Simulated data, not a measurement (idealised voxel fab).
Proc. module: voxel wiring stack
Displayed cross-section: cut, width of 230 nm, square cells sized 5 nm.
Cross-section format: a grid of square cells, given as bands from top to bottom; each band is one or more rows of cells.
In this notation a band is specified by the heights of its top and bottom, in that order and in nm, after which its materials appear from left to right, each paired with its width in nm. The word "throughout" attached to a single material means that material fills the band from edge to edge; the word "empty" stands for empty space.
The reference from which all heights are counted is 0, the level beneath which the as-received wafer is entirely one material; the lowest band, having no lower bound, proceeds downward and is written after the example "0 down".
The width entry "30..40" should be interpreted row by row: the top row of cells in the band takes the first number, the bottom row takes the second number, and the change between adjacent rows is uniform throughout.
Step note "same as before" = no cross-section cell changed.
The label "Enclosed internal voids" introduces a list of the empty spaces, 8 cells or larger, that have no open way up to the top; each entry in it reads width x height at distance, where the distance is taken from the left edge and all three are stated in nm.
Anything after a step's settings on that line? It's the simulator's own note about the step.
The "overlay nm" setting may appear on a step's line; for a step that uses a mask, it gives how far to the right of its planned position the mask lay, and a negative value indicates the left.
# Planned step list for the process
step 1: op RECEIVE | material Si
step 2: op CONFORMAL_DEP | material SiO2 | thk nm 15
step 3: op CONFORMAL_DEP | material SiN | thk nm 5
step 4: op DIRECTIONAL_DEP | material lowk | thk nm 15
step 5: op PATTERN | tone open | mask id METAL_1 | material resist | width nm 20 | pitch nm 50 | thk nm 20 | overlay nm 0
step 6: op DIRECTIONAL_ETCH | etch materials lowk | depth nm 15
step 7: op DIRECTIONAL_ETCH | etch materials SiN | depth nm 5
step 8: op STRIP | etch materials resist
step 9: op CONFORMAL_DEP | material TiN | thk nm 5
step 10: op FILL_DEP | material W | thk nm 10
step 11: op CMP | height nm 35
step 12: op EPI | material Ru | thk nm 5
step 13: op FILL_DEP | material SiCN | thk nm 5
step 14: op DIRECTIONAL_DEP | material lowk | thk nm 30
step 15: op PATTERN | tone open | mask id METAL_2_HOLES | material resist | width nm 15 | pitch nm 50 | thk nm 20 | overlay nm 0
step 16: op DIRECTIONAL_ETCH | etch materials lowk | depth nm 30
step 17: op STRIP | etch materials resist
step 18: op DIRECTIONAL_DEP | material aC | thk nm 15
step 19: op PATTERN | tone open | mask id METAL_2 | material resist | width nm 20 | pitch nm 50 | thk nm 30 | overlay nm 0
step 20: op DIRECTIONAL_ETCH | etch materials aC | depth nm 15
step 21: op STRIP | etch materials resist
step 22: op DIRECTIONAL_ETCH | etch materials lowk | depth nm 20
step 23: op DIRECTIONAL_ETCH | etch materials SiCN | depth nm 5
step 24: op STRIP | etch materials aC
step 25: op CONFORMAL_DEP | material TiN | thk nm 5
step 26: op FILL_DEP | material Cu | thk nm 5
step 27: op CMP | height nm 75
step 28: op CONFORMAL_DEP | material SiCN | thk nm 5
step 29: op DIRECTIONAL_DEP | material lowk | thk nm 25
step 30: op MASKED_ETCH | tone open | mask id METAL_3_HOLES | width nm 15 | pitch nm 50 | etch materials lowk | depth nm 25 | overlay nm 0
step 31: op DIRECTIONAL_DEP | material aC | thk nm 10
step 32: op PATTERN | tone open | mask id METAL_3 | material resist | width nm 20 | pitch nm 50 | thk nm 30 | overlay nm 0
step 33: op DIRECTIONAL_ETCH | etch materials aC | depth nm 10
step 34: op STRIP | etch materials resist
step 35: op DIRECTIONAL_ETCH | etch materials lowk | depth nm 15
step 36: op DIRECTIONAL_ETCH | etch materials SiCN | depth nm 5
step 37: op STRIP | etch materials aC
step 38: op CONFORMAL_DEP | material TiN | thk nm 5
step 39: op FILL_DEP | material Ru | thk nm 5
step 40: op CMP | height nm 105
step 41: op CONFORMAL_DEP | material SiN | thk nm 5
# Shown in cross-section is the wafer as received, that is, as it stands after step 1
0 down | Si throughout
Enclosed internal voids: none
# Sectioned view, first of two wafers, at the close of the module, processed as intended in the plan
110 to 105 | SiN throughout
105 to 95 | 30 lowk / 5 TiN / 10 Ru / 5 TiN / 30 lowk / 5 TiN / 10 Ru / 5 TiN / 30 lowk / 5 TiN / 10 Ru / 5 TiN / 30 lowk / 5 TiN / 10 Ru / 5 TiN / 30 lowk
95 to 90 | 30 lowk / 5 TiN / 5 Ru / 10 TiN / 30 lowk / 5 TiN / 5 Ru / 10 TiN / 30 lowk / 5 TiN / 5 Ru / 10 TiN / 30 lowk / 5 TiN / 5 Ru / 10 TiN / 30 lowk
90 to 80 | 30 lowk / 5 TiN / 5 Ru / 5 TiN / 35 lowk / 5 TiN / 5 Ru / 5 TiN / 35 lowk / 5 TiN / 5 Ru / 5 TiN / 35 lowk / 5 TiN / 5 Ru / 5 TiN / 35 lowk
80 to 75 | 30 SiCN / 15 TiN / 35 SiCN / 15 TiN / 35 SiCN / 15 TiN / 35 SiCN / 15 TiN / 35 SiCN
75 to 60 | 30 lowk / 5 TiN / 10 Cu / 5 TiN / 30 lowk / 5 TiN / 10 Cu / 5 TiN / 30 lowk / 5 TiN / 10 Cu / 5 TiN / 30 lowk / 5 TiN / 10 Cu / 5 TiN / 30 lowk
60 to 55 | 30 lowk / 5 TiN / 5 Cu / 10 TiN / 30 lowk / 5 TiN / 5 Cu / 10 TiN / 30 lowk / 5 TiN / 5 Cu / 10 TiN / 30 lowk / 5 TiN / 5 Cu / 10 TiN / 30 lowk
55 to 45 | 30 lowk / 5 TiN / 5 Cu / 5 TiN / 35 lowk / 5 TiN / 5 Cu / 5 TiN / 35 lowk / 5 TiN / 5 Cu / 5 TiN / 35 lowk / 5 TiN / 5 Cu / 5 TiN / 35 lowk
45 to 40 | 30 SiCN / 15 TiN / 35 SiCN / 15 TiN / 35 SiCN / 15 TiN / 35 SiCN / 15 TiN / 35 SiCN
40 to 35 | 25 SiCN / 30 Ru / 20 SiCN / 30 Ru / 20 SiCN / 30 Ru / 20 SiCN / 30 Ru / 25 SiCN
35 to 20 | 30 lowk / 5 TiN / 10 W / 5 TiN / 30 lowk / 5 TiN / 10 W / 5 TiN / 30 lowk / 5 TiN / 10 W / 5 TiN / 30 lowk / 5 TiN / 10 W / 5 TiN / 30 lowk
20 to 15 | 30 SiN / 20 TiN / 30 SiN / 20 TiN / 30 SiN / 20 TiN / 30 SiN / 20 TiN / 30 SiN
15 to 0 | SiO2 throughout
0 down | Si throughout
Enclosed internal voids: none
# Cross-section, wafer two of two, end of module: same start and plan as wafer one, one error in execution
110 to 105 | SiN throughout
105 to 95 | 30 lowk / 5 TiN / 10 Ru / 5 TiN / 30 lowk / 5 TiN / 10 Ru / 5 TiN / 30 lowk / 5 TiN / 10 Ru / 5 TiN / 30 lowk / 5 TiN / 10 Ru / 5 TiN / 30 lowk
95 to 90 | 30 lowk / 5 TiN / 5 Ru / 10 TiN / 30 lowk / 5 TiN / 5 Ru / 10 TiN / 30 lowk / 5 TiN / 5 Ru / 10 TiN / 30 lowk / 5 TiN / 5 Ru / 10 TiN / 30 lowk
90 to 80 | 30 lowk / 5 TiN / 5 Ru / 5 TiN / 35 lowk / 5 TiN / 5 Ru / 5 TiN / 35 lowk / 5 TiN / 5 Ru / 5 TiN / 35 lowk / 5 TiN / 5 Ru / 5 TiN / 35 lowk
80 to 75 | 30 SiCN / 15 TiN / 35 SiCN / 15 TiN / 35 SiCN / 15 TiN / 35 SiCN / 15 TiN / 35 SiCN
75 to 60 | 30 lowk / 5 TiN / 10 Cu / 5 TiN / 30 lowk / 5 TiN / 10 Cu / 5 TiN / 30 lowk / 5 TiN / 10 Cu / 5 TiN / 30 lowk / 5 TiN / 10 Cu / 5 TiN / 30 lowk
60 to 55 | 30 lowk / 5 TiN / 5 Cu / 10 TiN / 30 lowk / 5 TiN / 5 Cu / 10 TiN / 30 lowk / 5 TiN / 5 Cu / 10 TiN / 30 lowk / 5 TiN / 5 Cu / 10 TiN / 30 lowk
55 to 45 | 30 lowk / 5 TiN / 5 Cu / 5 TiN / 35 lowk / 5 TiN / 5 Cu / 5 TiN / 35 lowk / 5 TiN / 5 Cu / 5 TiN / 35 lowk / 5 TiN / 5 Cu / 5 TiN / 35 lowk
45 to 40 | 30 SiCN / 15 TiN / 35 SiCN / 15 TiN / 35 SiCN / 15 TiN / 35 SiCN / 15 TiN / 35 SiCN
40 to 35 | 25 SiCN / 30 Ru / 20 SiCN / 30 Ru / 20 SiCN / 30 Ru / 20 SiCN / 30 Ru / 25 SiCN
35 to 30 | 30 lowk / 5 TiN / 10 W / 5 TiN / 30 lowk / 5 TiN / 10 W / 5 TiN / 30 lowk / 5 TiN / 10 W / 5 TiN / 30 lowk / 5 TiN / 10 W / 5 TiN / 30 lowk
30 to 25 | 30 SiN / 20 TiN / 30 SiN / 20 TiN / 30 SiN / 20 TiN / 30 SiN / 20 TiN / 30 SiN
25 to 15 | SiN throughout
15 to 0 | SiO2 throughout
0 down | Si throughout
Enclosed internal voids: none
In executing the process, a mistake was made relative to the plan: step 3 went in with a setting other than planned; the actual run was op CONFORMAL_DEP | material SiN | thk nm 15
Count the cells at the end and the second wafer has more or fewer of some materials than the first: SiN +92; TiN -16; W -16; lowk -60
